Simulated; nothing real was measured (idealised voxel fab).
process module | voxel capacitor over wiring
cross-section cut | 240 nm wide | cells 5 nm
A cross-section is a grid of square cells, given in bands from the top down. A band is one or more rows of cells.
Each band's line starts with the height of the band's top and of its bottom, in nm. Then come its materials from left to right, each with its width in nm. One material with "throughout" fills the band from edge to edge. "air" is empty space.
Height 0 is the level under which the wafer as received is all one material. The lowest band goes on downwards, as in "0 down".
A width such as "30 to 40" changes by the same amount from each row of cells to the next, from the band's top row to its bottom row.
"no change" after a step means that no cell of the cross-section changed.
closed voids: empty space of 8 cells or more with no open way to the top, each as width x height at its distance from the left edge, in nm
after a step's settings: what the simulator itself notes on the step
overlay nm, on a step with a mask: how far to the right of its planned place the mask lay; to the left if negative
plan
1 op RECEIVE | material Si
2 op CONFORMAL_DEP | material SiO2 | thk nm 15
3 op DIRECTIONAL_DEP | material TiN | thk nm 5
4 op DIRECTIONAL_DEP | material W | thk nm 25
5 op PATTERN | tone cover | mask id METAL_1 | material resist | width nm 25 | pitch nm 90 | thk nm 20 | overlay nm 0
6 op DIRECTIONAL_ETCH | etch materials W | depth nm 25
7 op DIRECTIONAL_ETCH | etch materials TiN | depth nm 5
8 op STRIP | etch materials resist
9 op CONFORMAL_DEP | material SiN | thk nm 5
10 op FILL_DEP | material lowk | thk nm 5
11 op CMP | height nm 45
12 op CONFORMAL_DEP | material SiCN | thk nm 5
13 op DIRECTIONAL_DEP | material SiO2 | thk nm 15
14 op DIRECTIONAL_DEP | material aC | thk nm 15
15 op PATTERN | tone open | mask id PLUG_1 | material resist | width nm 15 | thk nm 30 | overlay nm 0
16 op DIRECTIONAL_ETCH | etch materials aC | depth nm 15
17 op STRIP | etch materials resist
18 op DIRECTIONAL_ETCH | etch materials SiO2 | depth nm 15
19 op DIRECTIONAL_ETCH | etch materials SiCN | depth nm 5
20 op STRIP | etch materials aC
21 op CONFORMAL_DEP | material TiN | thk nm 5
22 op FILL_DEP | material Ru | thk nm 10
23 op CMP | height nm 65
24 op DIRECTIONAL_DEP | material TiN | thk nm 5
25 op DIRECTIONAL_DEP | material Al2O3 | thk nm 5
26 op DIRECTIONAL_DEP | material TiN | thk nm 5
27 op DIRECTIONAL_DEP | material aC | thk nm 10
28 op PATTERN | tone cover | mask id UPPER_PLATE | material resist | width nm 70 | thk nm 25 | overlay nm 0
29 op DIRECTIONAL_ETCH | etch materials aC | depth nm 10
30 op STRIP | etch materials resist
31 op DIRECTIONAL_ETCH | etch materials TiN | depth nm 5
32 op DIRECTIONAL_ETCH | etch materials Al2O3 | depth nm 5
33 op STRIP | etch materials aC
34 op PATTERN | tone cover | mask id LOWER_PLATE | material resist | width nm 80 | thk nm 15 | overlay nm 0
35 op DIRECTIONAL_ETCH | etch materials TiN | depth nm 5
36 op STRIP | etch materials resist
37 op FILL_DEP | material SiO2 | thk nm 15
38 op CMP | height nm 90
39 op PATTERN | tone open | mask id PLUG_2 | material resist | width nm 15 | thk nm 15 | overlay nm 0
40 op DIRECTIONAL_ETCH | etch materials SiO2 | depth nm 10
41 op STRIP | etch materials resist
42 op CONFORMAL_DEP | material TiN | thk nm 5
43 op FILL_DEP | material Ru | thk nm 5
44 op CMP | height nm 90
45 op CONFORMAL_DEP | material SiN | thk nm 5
first wafer, as planned
as received, after step 1
  0 down: Si throughout
  closed voids: none
after step 2
  15 to 0: SiO2 throughout
  below 0: unchanged
after step 3
  20 to 15: TiN throughout
  below 15: unchanged
after step 4
  45 to 20: W throughout
  below 20: unchanged
after step 5
  65 to 45: air 60 | resist 25 | air 65 | resist 25 | air 65
  below 45: unchanged
after step 6
  65 to 45: air 60 | resist 25 | air 65 | resist 25 | air 65
  45 to 20: air 60 | W 25 | air 65 | W 25 | air 65
  below 20: unchanged
after step 7
  65 to 45: air 60 | resist 25 | air 65 | resist 25 | air 65
  45 to 20: air 60 | W 25 | air 65 | W 25 | air 65
  20 to 15: air 60 | TiN 25 | air 65 | TiN 25 | air 65
  below 15: unchanged
after step 8
  45 to 20: air 60 | W 25 | air 65 | W 25 | air 65
  below 20: unchanged
after step 9
  50 to 45: air 55 | SiN 35 | air 55 | SiN 35 | air 60
  45 to 20: air 55 | SiN 5 | W 25 | SiN 5 | air 55 | SiN 5 | W 25 | SiN 5 | air 60
  20 to 15: SiN 60 | TiN 25 | SiN 65 | TiN 25 | SiN 65
  below 15: unchanged
after step 10
  55 to 50: lowk throughout
  50 to 45: lowk 55 | SiN 35 | lowk 55 | SiN 35 | lowk 60
  45 to 20: lowk 55 | SiN 5 | W 25 | SiN 5 | lowk 55 | SiN 5 | W 25 | SiN 5 | lowk 60
  below 20: unchanged
after step 11
  45 to 20: lowk 55 | SiN 5 | W 25 | SiN 5 | lowk 55 | SiN 5 | W 25 | SiN 5 | lowk 60
  below 20: unchanged
after step 12
  50 to 45: SiCN throughout
  below 45: unchanged
after step 13
  65 to 50: SiO2 throughout
  below 50: unchanged
after step 14
  80 to 65: aC throughout
  below 65: unchanged
after step 15
  110 to 80: resist 70 | air 15 | resist 155
  below 80: unchanged
after step 16
  95 to 80: resist 70 | air 15 | resist 155
  80 to 65: aC 70 | air 15 | aC 155
  below 65: unchanged
after step 17
  80 to 65: aC 70 | air 15 | aC 155
  below 65: unchanged
after step 18
  80 to 65: aC 70 | air 15 | aC 155
  65 to 50: SiO2 70 | air 15 | SiO2 155
  below 50: unchanged
after step 19
  80 to 65: aC 70 | air 15 | aC 155
  65 to 50: SiO2 70 | air 15 | SiO2 155
  50 to 45: SiCN 70 | air 15 | SiCN 155
  below 45: unchanged
after step 20
  65 to 50: SiO2 70 | air 15 | SiO2 155
  below 50: unchanged
after step 21
  70 to 65: TiN 75 | air 5 | TiN 160
  65 to 50: SiO2 70 | TiN 5 | air 5 | TiN 5 | SiO2 155
  50 to 45: SiCN 70 | TiN 15 | SiCN 155
  below 45: unchanged
after step 22
  80 to 70: Ru throughout
  70 to 65: TiN 75 | Ru 5 | TiN 160
  65 to 50: SiO2 70 | TiN 5 | Ru 5 | TiN 5 | SiO2 155
  below 50: unchanged
after step 23
  65 to 50: SiO2 70 | TiN 5 | Ru 5 | TiN 5 | SiO2 155
  below 50: unchanged
after step 24
  70 to 65: TiN throughout
  below 65: unchanged
after step 25
  75 to 70: Al2O3 throughout
  below 70: unchanged
after step 26
  80 to 75: TiN throughout
  below 75: unchanged
after step 27
  90 to 80: aC throughout
  below 80: unchanged
after step 28
  115 to 90: air 70 | resist 70 | air 100
  below 90: unchanged
after step 29
  105 to 90: air 70 | resist 70 | air 100
  90 to 80: air 70 | aC 70 | air 100
  below 80: unchanged
after step 30
  90 to 80: air 70 | aC 70 | air 100
  below 80: unchanged
after step 31
  90 to 80: air 70 | aC 70 | air 100
  80 to 75: air 70 | TiN 70 | air 100
  below 75: unchanged
after step 32
  90 to 80: air 70 | aC 70 | air 100
  80 to 75: air 70 | TiN 70 | air 100
  75 to 70: air 70 | Al2O3 70 | air 100
  below 70: unchanged
after step 33
  80 to 75: air 70 | TiN 70 | air 100
  below 75: unchanged
after step 34
  95 to 80: air 65 | resist 80 | air 95
  80 to 75: air 65 | resist 5 | TiN 70 | resist 5 | air 95
  75 to 70: air 65 | resist 5 | Al2O3 70 | resist 5 | air 95
  below 70: unchanged
after step 35
  95 to 80: air 65 | resist 80 | air 95
  80 to 75: air 65 | resist 5 | TiN 70 | resist 5 | air 95
  75 to 70: air 65 | resist 5 | Al2O3 70 | resist 5 | air 95
  70 to 65: air 65 | TiN 80 | air 95
  below 65: unchanged
after step 36
  80 to 75: air 70 | TiN 70 | air 100
  75 to 70: air 70 | Al2O3 70 | air 100
  below 70: unchanged
after step 37
  95 to 80: SiO2 throughout
  80 to 75: SiO2 70 | TiN 70 | SiO2 100
  75 to 70: SiO2 70 | Al2O3 70 | SiO2 100
  70 to 65: SiO2 65 | TiN 80 | SiO2 95
  below 65: unchanged
after step 38
  90 to 80: SiO2 throughout
  below 80: unchanged
after step 39
  105 to 90: resist 80 | air 15 | resist 145
  below 90: unchanged
after step 40
  105 to 90: resist 80 | air 15 | resist 145
  90 to 80: SiO2 80 | air 15 | SiO2 145
  below 80: unchanged
after step 41
  90 to 80: SiO2 80 | air 15 | SiO2 145
  below 80: unchanged
after step 42
  95 to 90: TiN 85 | air 5 | TiN 150
  90 to 85: SiO2 80 | TiN 5 | air 5 | TiN 5 | SiO2 145
  85 to 75: SiO2 80 to 70 | TiN 15 to 70 | SiO2 145 to 100
  below 75: unchanged
after step 43
  100 to 95: Ru throughout
  95 to 90: TiN 85 | Ru 5 | TiN 150
  90 to 85: SiO2 80 | TiN 5 | Ru 5 | TiN 5 | SiO2 145
  below 85: unchanged
after step 44
  90 to 85: SiO2 80 | TiN 5 | Ru 5 | TiN 5 | SiO2 145
  below 85: unchanged
after step 45
  95 to 90: SiN throughout
  below 90: unchanged
second wafer: like start, like plan, one mistake. Through step 25 it matches the first wafer
when step 26 should have ended: no change
when step 27 should have ended
  85 to 75: aC throughout
  below 75: unchanged
when step 28 should have ended
  110 to 85: air 70 | resist 70 | air 100
  below 85: unchanged
when step 29 should have ended
  100 to 85: air 70 | resist 70 | air 100
  85 to 75: air 70 | aC 70 | air 100
  below 75: unchanged
when step 30 should have ended
  85 to 75: air 70 | aC 70 | air 100
  below 75: unchanged
when step 31 should have ended: no change
when step 32 should have ended
  85 to 75: air 70 | aC 70 | air 100
  75 to 70: air 70 | Al2O3 70 | air 100
  below 70: unchanged
when step 33 should have ended
  75 to 70: air 70 | Al2O3 70 | air 100
  below 70: unchanged
when step 34 should have ended
  90 to 75: air 65 | resist 80 | air 95
  75 to 70: air 65 | resist 5 | Al2O3 70 | resist 5 | air 95
  below 70: unchanged
when step 35 should have ended
  90 to 75: air 65 | resist 80 | air 95
  75 to 70: air 65 | resist 5 | Al2O3 70 | resist 5 | air 95
  70 to 65: air 65 | TiN 80 | air 95
  below 65: unchanged
when step 36 should have ended
  75 to 70: air 70 | Al2O3 70 | air 100
  below 70: unchanged
when step 37 should have ended
  90 to 75: SiO2 throughout
  75 to 70: SiO2 70 | Al2O3 70 | SiO2 100
  70 to 65: SiO2 65 | TiN 80 | SiO2 95
  below 65: unchanged
when step 38 should have ended: no change
when step 39 should have ended
  105 to 90: resist 80 | air 15 | resist 145
  below 90: unchanged
when step 40 should have ended
  105 to 90: resist 80 | air 15 | resist 145
  90 to 80: SiO2 80 | air 15 | SiO2 145
  below 80: unchanged
when step 41 should have ended
  90 to 80: SiO2 80 | air 15 | SiO2 145
  below 80: unchanged
when step 42 should have ended
  95 to 90: TiN 85 | air 5 | TiN 150
  90 to 85: SiO2 80 | TiN 5 | air 5 | TiN 5 | SiO2 145
  85 to 80: SiO2 80 | TiN 15 | SiO2 145
  below 80: unchanged
when step 43 should have ended
  100 to 95: Ru throughout
  95 to 90: TiN 85 | Ru 5 | TiN 150
  90 to 85: SiO2 80 | TiN 5 | Ru 5 | TiN 5 | SiO2 145
  below 85: unchanged
when step 44 should have ended
  90 to 85: SiO2 80 | TiN 5 | Ru 5 | TiN 5 | SiO2 145
  below 85: unchanged
when step 45 should have ended
  95 to 90: SiN throughout
  below 90: unchanged
what went wrong: step 26 was left out
at the end the second wafer has, in cells: 14 more of SiO2 | 14 fewer of TiN
